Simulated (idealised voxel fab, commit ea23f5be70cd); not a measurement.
process module | voxel self aligned contacts
cross-section cut | 250 nm wide | cells 5 nm
A cross-section is a grid of square cells, given in bands from the top down. A band is one or more rows of cells.
Each band's line starts with the height of the band's top and of its bottom, in nm. Then come its materials from left to right, each with its width in nm. One material with "throughout" fills the band from edge to edge. "air" is empty space.
Height 0 is the level under which the wafer as received is all one material. The lowest band goes on downwards, as in "0 down".
A width such as "30 to 40" changes by the same amount from each row of cells to the next, from the band's top row to its bottom row.
"no change" after a step means that no cell of the cross-section changed.
closed voids: empty space of 8 cells or more with no open way to the top, each as width x height at its distance from the left edge, in nm
after a step's settings: what the simulator itself notes on the step
overlay nm, on a step with a mask: how far to the right of its planned place the mask lay; to the left if negative
plan
1 op RECEIVE | material Si
2 op OXIDIZE | depth nm 5
3 op DIRECTIONAL_DEP | material polySi | thk nm 20
4 op DIRECTIONAL_DEP | material SiN | thk nm 20
5 op MASKED_ETCH | tone cover | mask id GATE | width nm 35 | pitch nm 60 | etch materials SiN | depth nm 20 | overlay nm 0
6 op MASKED_ETCH | tone cover | mask id GATE | width nm 35 | pitch nm 60 | etch materials polySi | depth nm 20 | overlay nm 0
7 op CONFORMAL_DEP | material SiN | thk nm 5
8 op DIRECTIONAL_ETCH | etch materials SiN | depth nm 5
9 op FILL_DEP | material SiO2 | thk nm 20
10 op CMP | height nm 50
11 op PATTERN | tone open | mask id CONTACT | material resist | width nm 45 | thk nm 15 | overlay nm 0
12 op DIRECTIONAL_ETCH | etch materials SiO2 | depth nm 55
13 op STRIP | etch materials resist
14 op CONFORMAL_DEP | material TiN | thk nm 5
15 op FILL_DEP | material Ru | thk nm 5
16 op CMP | height nm 50
17 op CONFORMAL_DEP | material SiN | thk nm 5
as received, after step 1
  0 down: Si throughout
  closed voids: none
a wafer at the end: this start, this plan, one mistake
  55 to 50: SiN throughout
  50 to 40: SiO2 100 | TiN 5 to 20 | Ru 35 to 5 | TiN 5 to 20 | SiO2 105
  40 to 25: SiO2 70 | SiN 45 | TiN 5 | Ru 5 | TiN 5 | SiN 45 | SiO2 75
  25 to 20: SiO2 70 | SiN 45 | TiN 15 | SiN 45 | SiO2 75
  20 to 0: SiO2 70 | SiN 5 | polySi 45 | SiN 5 | TiN 5 | SiN 5 | polySi 45 | SiN 5 | SiO2 65
  0 to -5: SiO2 125 | TiN 5 | SiO2 120
  -5 down: Si throughout
  closed voids: none
what went wrong: step 6 ran as: op MASKED_ETCH | tone cover | mask id GATE | width nm 35 | pitch nm 60 | etch materials polySi | depth nm 20 | overlay nm 10
